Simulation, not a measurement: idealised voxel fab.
A process module follows: voxel lift off.
The cross-section shown here is cut; it is 160 nm wide and divided into square cells measuring 5 nm on a side.
Bands, listed from the top down, are how a cross-section gets written in this document; the cross-section itself is a grid of square cells, and a band is one or more rows of them.
The band entry comprises the height of the band's top followed by the height of its bottom, expressed in nm, and subsequently the band's materials from left to right, each stated together with its width in nm. Where a single material is marked with the word "throughout", that material fills the band from edge to edge. The word "blank" represents empty space.
Measure heights from 0. That's the level where, below it, the as-received wafer is all one material. The lowest band is bottomless and extends downward; write it as in "0 nm and below".
The notation "30->40" denotes a width that varies across the rows of cells in the band, beginning at the first number in the top row, finishing at the second number in the bottom row, and changing by an identical amount from each row to the next.
When a step is marked "changes: none", none of the cells in the cross-section changed during that step.
"Closed internal voids" enumerates empty spaces isolated from the top, with no open way to it, that contain at least 8 cells, giving each as width x height at distance from the left edge, all three in nm.
Note: text after step settings on the step line = simulator remark on that step.
A step's line can hold "overlay nm"; with a mask on that step, the setting says how far right of the planned place the mask lay, while a negative setting says it lay to the left.
Below is the list of planned process steps
1: RECEIVE (material Si)
2: CONFORMAL_DEP (material SiO2; thk nm 5)
3: PATTERN (tone open; mask id LINES; material resist; width nm 15; pitch nm 30; thk nm 20; overlay nm 0)
4: DIRECTIONAL_DEP (material Ru; thk nm 10)
5: STRIP (etch materials resist)
6: CONFORMAL_DEP (material SiO2; thk nm 10)
This is the cross-section of the wafer as we received it, i.e. after step 1
- 0 nm and below: Si throughout
- Closed internal voids: none
End-of-module XS, first of two wafers, run as planned
- 25 nm to 15 nm: blank (45), then SiO2 (65), then blank (50)
- 15 nm to 5 nm: SiO2 (55), then Ru (15), then SiO2 (15), then Ru (15), then SiO2 (60)
- 5 nm to 0 nm: SiO2 throughout
- 0 nm and below: Si throughout
- Closed internal voids: none
Cross-section at end of module for the second wafer of two, which matched the first in starting point and plan and differed by one mistake in its processing
- 25 nm to 15 nm: SiO2 throughout
- 15 nm to 5 nm: Ru (55), then SiO2 (15), then Ru (15), then SiO2 (15), then Ru (60)
- 5 nm to 0 nm: SiO2 throughout
- 0 nm and below: Si throughout
- Closed internal voids: none
Nonconformance to the process plan: not per plan at step 3, really ran PATTERN (tone cover; mask id LINES; material resist; width nm 15; pitch nm 30; thk nm 20; overlay nm 0)
Cell-count delta at end, second wafer over first, by material: 40 more of Ru, 2 fewer of SiO2
